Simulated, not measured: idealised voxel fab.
This is a process module. Its name is voxel wiring stack.
Shown is cross-section cut, with a width of 270 nm and square cells of size 5 nm.
Cross-section = grid of square cells, listed top down in bands; band = one or more rows. Each band's line starts with the height of the band's top and of its bottom, in nm. Then come its materials from left to right, each with its width in nm. One material with "full width" fills the band from edge to edge. "empty" is empty space. Note: height 0 marks the level under which the wafer is uniformly one material as received. Lowest band unbounded below, written "0..down". A width given as "30..40" starts at the first number in the band's top row and ends at the second number in its bottom row, shifting by an equal amount at every step from row to row. The cross-section has no changed cell in any step marked "remained unchanged". Enclosed internal cavities: empty space of 8 cells or more with no open way to the top, each as width x height at its distance from the left edge, in nm. Read whatever lies past the settings on a step's line as the simulator's own remark about the step. "overlay nm" on a masked step: distance the mask lay right of its planned place, negative for left.
Intended process steps
step 1: RECEIVE,material Si
step 2: CONFORMAL_DEP,material SiO2,thk nm 15
step 3: CONFORMAL_DEP,material SiN,thk nm 5
step 4: DIRECTIONAL_DEP,material SiO2,thk nm 10
step 5: DIRECTIONAL_DEP,material aC,thk nm 10
step 6: PATTERN,tone open,mask id METAL_1,material resist,width nm 30,pitch nm 55,thk nm 30,overlay nm 0
step 7: DIRECTIONAL_ETCH,etch materials aC,depth nm 10
step 8: STRIP,etch materials resist
step 9: DIRECTIONAL_ETCH,etch materials SiO2,depth nm 20
step 10: DIRECTIONAL_ETCH,etch materials SiN,depth nm 5
step 11: STRIP,etch materials aC
step 12: CONFORMAL_DEP,material TiN,thk nm 5
step 13: FILL_DEP,material Cu,thk nm 10
step 14: CMP,height nm 40
step 15: CONFORMAL_DEP,material SiCN,thk nm 5
step 16: DIRECTIONAL_DEP,material lowk,thk nm 25
step 17: PATTERN,tone open,mask id METAL_2,material resist,width nm 30,pitch nm 55,thk nm 15,overlay nm 0
step 18: DIRECTIONAL_ETCH,etch materials lowk,depth nm 15
step 19: STRIP,etch materials resist
step 20: PATTERN,tone open,mask id METAL_2_HOLES,material resist,width nm 15,pitch nm 110,thk nm 15,overlay nm 0
step 21: DIRECTIONAL_ETCH,etch materials lowk,depth nm 10
step 22: DIRECTIONAL_ETCH,etch materials SiCN,depth nm 5
step 23: STRIP,etch materials resist
step 24: CONFORMAL_DEP,material TiN,thk nm 5
step 25: FILL_DEP,material Ru,thk nm 10
step 26: CMP,height nm 70
step 27: CONFORMAL_DEP,material SiN,thk nm 5
Quick note for whoever runs this: the wafers start identical, but the thk nm at step 4 isn't the same across them. The plan just shows what the first wafer had.
As received, i.e. after step 1: cross-section through the first of several wafers
  0..down  Si full width
  Enclosed internal cavities: none
The figure below presents a cross-section of the first of several wafers at the conclusion of the module, following its last step, step 27
  75..70  SiN full width
  70..60  65 of lowk, then 5 of TiN, then 20 of Ru, then 5 of TiN, then 25 of lowk, then 5 of TiN, then 20 of Ru, then 5 of TiN, then 25 of lowk, then 5 of TiN, then 20 of Ru, then 5 of TiN, then 65 of lowk
  60..55  65 of lowk, then 5 of TiN, then 5 of Ru, then 20 of TiN, then 25 of lowk, then 30 of TiN, then 25 of lowk, then 5 of TiN, then 5 of Ru, then 20 of TiN, then 65 of lowk
  55..45  65 of lowk, then 5 of TiN, then 5 of Ru, then 5 of TiN, then 95 of lowk, then 5 of TiN, then 5 of Ru, then 5 of TiN, then 80 of lowk
  45..40  65 of SiCN, then 15 of TiN, then 95 of SiCN, then 15 of TiN, then 80 of SiCN
  40..35  Cu full width
  35..30  70 of TiN, then 20 of Cu, then 35 of TiN, then 20 of Cu, then 35 of TiN, then 20 of Cu, then 70 of TiN
  30..20  65 of SiO2, then 5 of TiN, then 20 of Cu, then 5 of TiN, then 25 of SiO2, then 5 of TiN, then 20 of Cu, then 5 of TiN, then 25 of SiO2, then 5 of TiN, then 20 of Cu, then 5 of TiN, then 65 of SiO2
  20..15  65 of SiN, then 30 of TiN, then 25 of SiN, then 30 of TiN, then 25 of SiN, then 30 of TiN, then 65 of SiN
  15..0  SiO2 full width
  0..down  Si full width
  Enclosed internal cavities: none
Last wafer at the end
  75..70  SiN full width
  70..60  65 of lowk, then 5 of TiN, then 20 of Ru, then 5 of TiN, then 25 of lowk, then 5 of TiN, then 20 of Ru, then 5 of TiN, then 25 of lowk, then 5 of TiN, then 20 of Ru, then 5 of TiN, then 65 of lowk
  60..55  65 of lowk, then 5 of TiN, then 5 of Ru, then 20 of TiN, then 25 of lowk, then 30 of TiN, then 25 of lowk, then 5 of TiN, then 5 of Ru, then 20 of TiN, then 65 of lowk
  55..45  65 of lowk, then 5 of TiN, then 5 of Ru, then 5 of TiN, then 95 of lowk, then 5 of TiN, then 5 of Ru, then 5 of TiN, then 80 of lowk
  45..40  65 of SiCN, then 15 of TiN, then 95 of SiCN, then 15 of TiN, then 80 of SiCN
  40..35  65 of SiO2, then 30 of TiN, then 25 of SiO2, then 30 of TiN, then 25 of SiO2, then 30 of TiN, then 65 of SiO2
  35..20  SiO2 full width
  20..15  SiN full width
  15..0  SiO2 full width
  0..down  Si full width
  Enclosed internal cavities: none
Rows = wafers. At module end, each row lists per material the cells gained (+) or lost (-) since the wafer was received, then the closed voids
thk nm 10, +90 Cu, +30 Ru, +48 SiCN, +90 SiN, +234 SiO2, +114 TiN, +204 lowk, Enclosed internal cavities: none
thk nm 15, +48 Cu, +30 Ru, +48 SiCN, +90 SiN, +270 SiO2, +120 TiN, +204 lowk, Enclosed internal cavities: none
thk nm 20, +48 Cu, +30 Ru, +48 SiCN, +90 SiN, +306 SiO2, +84 TiN, +204 lowk, Enclosed internal cavities: none
thk nm 25, +24 Cu, +30 Ru, +48 SiCN, +108 SiN, +324 SiO2, +72 TiN, +204 lowk, Enclosed internal cavities: none
thk nm 30, +12 Cu, +30 Ru, +48 SiCN, +108 SiN, +342 SiO2, +66 TiN, +204 lowk, Enclosed internal cavities: none
thk nm 35, +30 Ru, +48 SiCN, +108 SiN, +360 SiO2, +60 TiN, +204 lowk, Enclosed internal cavities: none
